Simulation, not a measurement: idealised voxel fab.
Process module under the name voxel capacitor over wiring
Square cell edge 5 nm, section width 300 nm, ID cut.
Just so we're on the same page, the cross-sections are grids of square cells, and they're listed out in bands top to bottom, each band one or more rows deep. This entry defines a band. It first specifies the height of the band's top and the height of its bottom in nm, and then specifies the band's materials from left to right, stating each material with its width in nm. The word "full width" identifies a single material that fills the band from edge to edge, while the word "blank" identifies empty space. Below 0: as-received wafer, all one material; heights counted from there. Lowest band: no bottom, goes on down, written "0 down". Width spec "30..40" -> top row of cells at first value, bottom row at second value, equal per-row change in between. Where a step carries "remained the same", the cross-section came out of it unchanged, cell for cell. "Entrapped voids": empty spaces of 8 cells or more with no open way to the top, each given as width x height at distance, distance from the left edge, all in nm. Formally, on a step line, whatever follows the settings is a remark that the simulator itself makes on the step. The line of a step may include "overlay nm". On a step with a mask, this value is how far to the right of its planned place the mask lay. A negative value means the mask lay to the left.
### Set out below are the planned steps of the process
1 RECEIVE [material Si]
2 CONFORMAL_DEP [material SiO2] [thk nm 15]
3 DIRECTIONAL_DEP [material TiN] [thk nm 5]
4 DIRECTIONAL_DEP [material Ru] [thk nm 20]
5 DIRECTIONAL_DEP [material aC] [thk nm 15]
6 PATTERN [tone cover] [mask id METAL_1] [material resist] [width nm 25] [pitch nm 90] [thk nm 35] [overlay nm 0]
7 DIRECTIONAL_ETCH [etch materials aC] [depth nm 15]
8 STRIP [etch materials resist]
9 DIRECTIONAL_ETCH [etch materials Ru] [depth nm 20]
10 DIRECTIONAL_ETCH [etch materials TiN] [depth nm 5]
11 STRIP [etch materials aC]
12 FILL_DEP [material lowk] [thk nm 10]
13 CMP [height nm 30]
14 CONFORMAL_DEP [material SiCN] [thk nm 5]
15 DIRECTIONAL_DEP [material lowk] [thk nm 20]
16 PATTERN [tone open] [mask id PLUG_1] [material resist] [width nm 15] [thk nm 20] [overlay nm 0]
17 DIRECTIONAL_ETCH [etch materials lowk] [depth nm 20]
18 DIRECTIONAL_ETCH [etch materials SiCN] [depth nm 5]
19 STRIP [etch materials resist]
20 CONFORMAL_DEP [material TiN] [thk nm 5]
21 FILL_DEP [material W] [thk nm 10]
22 CMP [height nm 65]
23 DIRECTIONAL_DEP [material TiN] [thk nm 5]
24 DIRECTIONAL_DEP [material Al2O3] [thk nm 5]
25 DIRECTIONAL_DEP [material TiN] [thk nm 10]
26 DIRECTIONAL_DEP [material aC] [thk nm 15]
27 PATTERN [tone cover] [mask id UPPER_PLATE] [material resist] [width nm 70] [thk nm 30] [overlay nm 0]
28 DIRECTIONAL_ETCH [etch materials aC] [depth nm 15]
29 STRIP [etch materials resist]
30 DIRECTIONAL_ETCH [etch materials TiN] [depth nm 10]
31 DIRECTIONAL_ETCH [etch materials Al2O3] [depth nm 5]
32 STRIP [etch materials aC]
33 MASKED_ETCH [tone cover] [mask id LOWER_PLATE] [width nm 80] [etch materials TiN] [depth nm 5] [overlay nm 0]
34 FILL_DEP [material SiO2] [thk nm 20]
35 CMP [height nm 100]
36 PATTERN [tone open] [mask id PLUG_2] [material resist] [width nm 15] [thk nm 20] [overlay nm 0]
37 DIRECTIONAL_ETCH [etch materials SiO2] [depth nm 15]
38 STRIP [etch materials resist]
39 CONFORMAL_DEP [material TiN] [thk nm 5]
40 FILL_DEP [material Ru] [thk nm 5]
41 CMP [height nm 100]
42 CONFORMAL_DEP [material SiN] [thk nm 5]
All wafers enter the flow in the same state. The height nm at step 13 differs from wafer to wafer, and the plan gives the value for the first wafer.
### Incoming state of the first of several wafers in cross-section: after step 1
	0 down: Si full width
	Entrapped voids: none
### First of several wafers: cross-section at the end of the module, after step 42, its last step
	105 to 100: SiN full width
	100 to 90: SiO2=110, TiN=5, Ru=5, TiN=5, SiO2=175
	90 to 85: SiO2=110, TiN=15, SiO2=175
	85 to 75: SiO2=100, TiN=70, SiO2=130
	75 to 70: SiO2=100, Al2O3=70, SiO2=130
	70 to 65: SiO2=95, TiN=80, SiO2=125
	65 to 60: W full width
	60 to 55: TiN=105, W=5, TiN=190
	55 to 35: lowk=100, TiN=5, W=5, TiN=5, lowk=185
	35 to 30: SiCN=100, TiN=15, SiCN=185
	30 to 20: lowk=90, Ru=25, lowk=65, Ru=25, lowk=95
	20 to 15: lowk=90, TiN=25, lowk=65, TiN=25, lowk=95
	15 to 0: SiO2 full width
	0 down: Si full width
	Entrapped voids: none
### Of the several wafers, the last: cross-section at the end of the module
	105 to 100: SiN full width
	100 to 90: SiO2=110, TiN=5, Ru=5, TiN=5, SiO2=175
	90 to 85: SiO2=110, TiN=15, SiO2=175
	85 to 75: SiO2=100, TiN=70, SiO2=130
	75 to 70: SiO2=100, Al2O3=70, SiO2=130
	70 to 65: SiO2=95, TiN=80, SiO2=125
	65 to 55: lowk=100, TiN=5, W=5, TiN=5, lowk=185
	55 to 50: SiCN=100, TiN=15, SiCN=185
	50 to 40: lowk full width
	40 to 20: lowk=90, Ru=25, lowk=65, Ru=25, lowk=95
	20 to 15: lowk=90, TiN=25, lowk=65, TiN=25, lowk=95
	15 to 0: SiO2 full width
	0 down: Si full width
	Entrapped voids: none
### Per wafer, end of module: cells gained (+) or lost (-) per material since receipt, then closed voids
height nm 30; +14 Al2O3; +22 Ru; +57 SiCN; +60 SiN; +533 SiO2; +131 TiN; +65 W; +378 lowk; Entrapped voids: none
height nm 35; +14 Al2O3; +32 Ru; +57 SiCN; +60 SiN; +533 SiO2; +131 TiN; +5 W; +428 lowk; Entrapped voids: none
height nm 40; +14 Al2O3; +42 Ru; +57 SiCN; +60 SiN; +533 SiO2; +72 TiN; +4 W; +478 lowk; Entrapped voids: none
height nm 45; +14 Al2O3; +42 Ru; +57 SiCN; +60 SiN; +533 SiO2; +70 TiN; +3 W; +481 lowk; Entrapped voids: none
height nm 50; +14 Al2O3; +42 Ru; +57 SiCN; +60 SiN; +533 SiO2; +68 TiN; +2 W; +484 lowk; Entrapped voids: none
